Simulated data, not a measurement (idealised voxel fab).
This section sets out a process module, namely voxel transistor to metal.
FYI the section here is cut, 205 nm wide, cells are 5 nm squares.
How to read a cross-section here: the picture is a grid of square cells, written as bands going from the top down, and any band can span one or more rows of cells.
Heights first: top, then bottom, in nm. Then materials, left to right, each with a width in nm. "edge to edge" on a single material: fills the band edge to edge. "blank": empty space.
Measure heights from 0. That's the level where, below it, the as-received wafer is all one material. The lowest band is bottomless and extends downward; write it as in "0..down".
The notation "30->40" denotes a width that varies across the rows of cells in the band, beginning at the first number in the top row, finishing at the second number in the bottom row, and changing by an identical amount from each row to the next.
A step reported as "no change" is a step in which no cell of the cross-section changed.
"Voids, fully enclosed": sealed empty spaces, 8 cells or more, no open way to top, listed width x height at distance, with distance from the left edge and width, height and distance in nm.
What comes after the settings on a step's line is commentary from the simulator itself on that step.
overlay nm: mask offset rightward from planned place, masked step; negative means leftward offset.
The planned process steps are enumerated hereunder
1 RECEIVE | material Si
2 OXIDIZE | depth nm 5
3 CONFORMAL_DEP | material SiN | thk nm 15
4 DIRECTIONAL_DEP | material aC | thk nm 10
5 PATTERN | tone cover | mask id ACTIVE | material resist | width nm 105 | thk nm 30 | overlay nm 0
6 DIRECTIONAL_ETCH | etch materials aC | depth nm 10
7 STRIP | etch materials resist
8 DIRECTIONAL_ETCH | etch materials SiN | depth nm 15
9 DIRECTIONAL_ETCH | etch materials SiO2 | depth nm 5
10 DIRECTIONAL_ETCH | etch materials Si | depth nm 35
11 STRIP | etch materials aC
12 FILL_DEP | material SiO2 | thk nm 15
13 CMP | height nm 15
14 SELECTIVE_ETCH | etch materials SiO2 | depth nm 5
15 STRIP | etch materials SiN
16 SELECTIVE_ETCH | etch materials SiO2 | depth nm 5
17 OXIDIZE | depth nm 5
18 DIRECTIONAL_DEP | material polySi | thk nm 25
19 DIRECTIONAL_DEP | material SiCN | thk nm 15
20 MASKED_ETCH | tone cover | mask id GATE | width nm 25 | etch materials SiCN | depth nm 25 | overlay nm 0
21 MASKED_ETCH | tone cover | mask id GATE | width nm 25 | etch materials polySi | depth nm 35 | overlay nm 0
22 CONFORMAL_DEP | material SiN | thk nm 5
23 DIRECTIONAL_ETCH | etch materials SiN | depth nm 5
24 DIRECTIONAL_ETCH | etch materials SiO2 | depth nm 5
25 EPI | material SiGe | thk nm 5
26 FILL_DEP | material SiO2 | thk nm 5
27 CMP | height nm 35
28 DIRECTIONAL_DEP | material SiO2 | thk nm 10
29 MASKED_ETCH | tone open | mask id CONTACT | width nm 30 | pitch nm 65 | etch materials SiO2 | depth nm 50 | overlay nm 0
30 CONFORMAL_DEP | material TiN | thk nm 5
31 FILL_DEP | material W | thk nm 5
32 CMP | height nm 45
33 DIRECTIONAL_DEP | material TiN | thk nm 5
34 DIRECTIONAL_DEP | material W | thk nm 25
35 MASKED_ETCH | tone cover | mask id METAL_1 | width nm 15 | pitch nm 80 | etch materials W | depth nm 25 | overlay nm 0
36 MASKED_ETCH | tone cover | mask id METAL_1 | width nm 15 | pitch nm 80 | etch materials TiN | depth nm 5 | overlay nm 0
37 FILL_DEP | material lowk | thk nm 5
38 CMP | height nm 75
39 CONFORMAL_DEP | material SiCN | thk nm 5
40 DIRECTIONAL_DEP | material lowk | thk nm 25
41 DIRECTIONAL_DEP | material aC | thk nm 15
42 PATTERN | tone open | mask id METAL_2 | material resist | width nm 15 | pitch nm 80 | thk nm 30 | overlay nm 0
43 DIRECTIONAL_ETCH | etch materials aC | depth nm 15
44 STRIP | etch materials resist
45 DIRECTIONAL_ETCH | etch materials lowk | depth nm 15
46 STRIP | etch materials aC
47 DIRECTIONAL_DEP | material aC | thk nm 10
48 PATTERN | tone open | mask id METAL_2_HOLES | material resist | width nm 15 | pitch nm 80 | thk nm 30 | overlay nm 0
49 DIRECTIONAL_ETCH | etch materials aC | depth nm 10
50 STRIP | etch materials resist
51 DIRECTIONAL_ETCH | etch materials lowk | depth nm 10
52 DIRECTIONAL_ETCH | etch materials SiCN | depth nm 5
53 STRIP | etch materials aC
54 CONFORMAL_DEP | material TiN | thk nm 5
55 FILL_DEP | material Cu | thk nm 5
56 CMP | height nm 105
57 CONFORMAL_DEP | material SiCN | thk nm 5
Be aware that, although all wafers share a common starting state, the thk nm at step 57 differs among them, and the plan displays the first wafer's value.
Cross-sectional view of the first of several wafers in the as-received condition, corresponding to the state following step 1
    0..down: Si edge to edge
    Voids, fully enclosed: none
End of module: cross-section of the first of several wafers after step 57, the last step
    110..105: SiCN edge to edge
    105..80: 55 lowk; 5 TiN; 5 Cu; 5 TiN; 65 lowk; 5 TiN; 5 Cu; 5 TiN; 55 lowk
    80..75: 55 SiCN; 15 TiN; 65 SiCN; 15 TiN; 55 SiCN
    75..50: 55 lowk; 15 W; 65 lowk; 15 W; 55 lowk
    50..45: 55 lowk; 15 TiN; 65 lowk; 15 TiN; 55 lowk
    45..35: 55 SiO2; 5 TiN; 20 W; 5 TiN; 35 SiO2; 5 TiN; 20 W; 5 TiN; 55 SiO2
    35..20: 55 SiO2; 5 TiN; 20 W; 5 TiN; 5 SiN; 25 SiCN; 5 SiN; 5 TiN; 20 W; 5 TiN; 55 SiO2
    20..5: 55 SiO2; 5 TiN; 20 W; 5 TiN; 5 SiN; 25 polySi; 5 SiN; 5 TiN; 20 W; 5 TiN; 55 SiO2
    5..0: 45 SiO2; 5 SiN; 5 SiO2; 5 TiN; 20 W; 5 TiN; 5 SiN; 25 polySi; 5 SiN; 5 TiN; 20 W; 5 TiN; 5 SiO2; 5 SiN; 45 SiO2
    0..-5: 45 SiO2; 5 SiN; 5 SiO2; 30 TiN; 5 SiN; 25 polySi; 5 SiN; 30 TiN; 5 SiO2; 5 SiN; 45 SiO2
    -5..-10: 50 SiO2; 35 SiGe; 35 SiO2; 35 SiGe; 50 SiO2
    -10..-40: 50 SiO2; 105 Si; 50 SiO2
    -40..down: Si edge to edge
    Voids, fully enclosed: none
Sectional view of the last wafer upon completion of the module
    125..105: SiCN edge to edge
    105..80: 55 lowk; 5 TiN; 5 Cu; 5 TiN; 65 lowk; 5 TiN; 5 Cu; 5 TiN; 55 lowk
    80..75: 55 SiCN; 15 TiN; 65 SiCN; 15 TiN; 55 SiCN
    75..50: 55 lowk; 15 W; 65 lowk; 15 W; 55 lowk
    50..45: 55 lowk; 15 TiN; 65 lowk; 15 TiN; 55 lowk
    45..35: 55 SiO2; 5 TiN; 20 W; 5 TiN; 35 SiO2; 5 TiN; 20 W; 5 TiN; 55 SiO2
    35..20: 55 SiO2; 5 TiN; 20 W; 5 TiN; 5 SiN; 25 SiCN; 5 SiN; 5 TiN; 20 W; 5 TiN; 55 SiO2
    20..5: 55 SiO2; 5 TiN; 20 W; 5 TiN; 5 SiN; 25 polySi; 5 SiN; 5 TiN; 20 W; 5 TiN; 55 SiO2
    5..0: 45 SiO2; 5 SiN; 5 SiO2; 5 TiN; 20 W; 5 TiN; 5 SiN; 25 polySi; 5 SiN; 5 TiN; 20 W; 5 TiN; 5 SiO2; 5 SiN; 45 SiO2
    0..-5: 45 SiO2; 5 SiN; 5 SiO2; 30 TiN; 5 SiN; 25 polySi; 5 SiN; 30 TiN; 5 SiO2; 5 SiN; 45 SiO2
    -5..-10: 50 SiO2; 35 SiGe; 35 SiO2; 35 SiGe; 50 SiO2
    -10..-40: 50 SiO2; 105 Si; 50 SiO2
    -40..down: Si edge to edge
    Voids, fully enclosed: none
Every row in this table is a wafer at the end of the module, and it gives, for each of the materials, the cells that wafer has gained (+) or lost (-) since it was received, then its closed voids
thk nm 5; +10 Cu; -202 Si; +91 SiCN; +14 SiGe; +20 SiN; +377 SiO2; +80 TiN; +102 W; +385 lowk; +25 polySi; Voids, fully enclosed: none
thk nm 10; +10 Cu; -202 Si; +132 SiCN; +14 SiGe; +20 SiN; +377 SiO2; +80 TiN; +102 W; +385 lowk; +25 polySi; Voids, fully enclosed: none
thk nm 15; +10 Cu; -202 Si; +173 SiCN; +14 SiGe; +20 SiN; +377 SiO2; +80 TiN; +102 W; +385 lowk; +25 polySi; Voids, fully enclosed: none
thk nm 20; +10 Cu; -202 Si; +214 SiCN; +14 SiGe; +20 SiN; +377 SiO2; +80 TiN; +102 W; +385 lowk; +25 polySi; Voids, fully enclosed: none
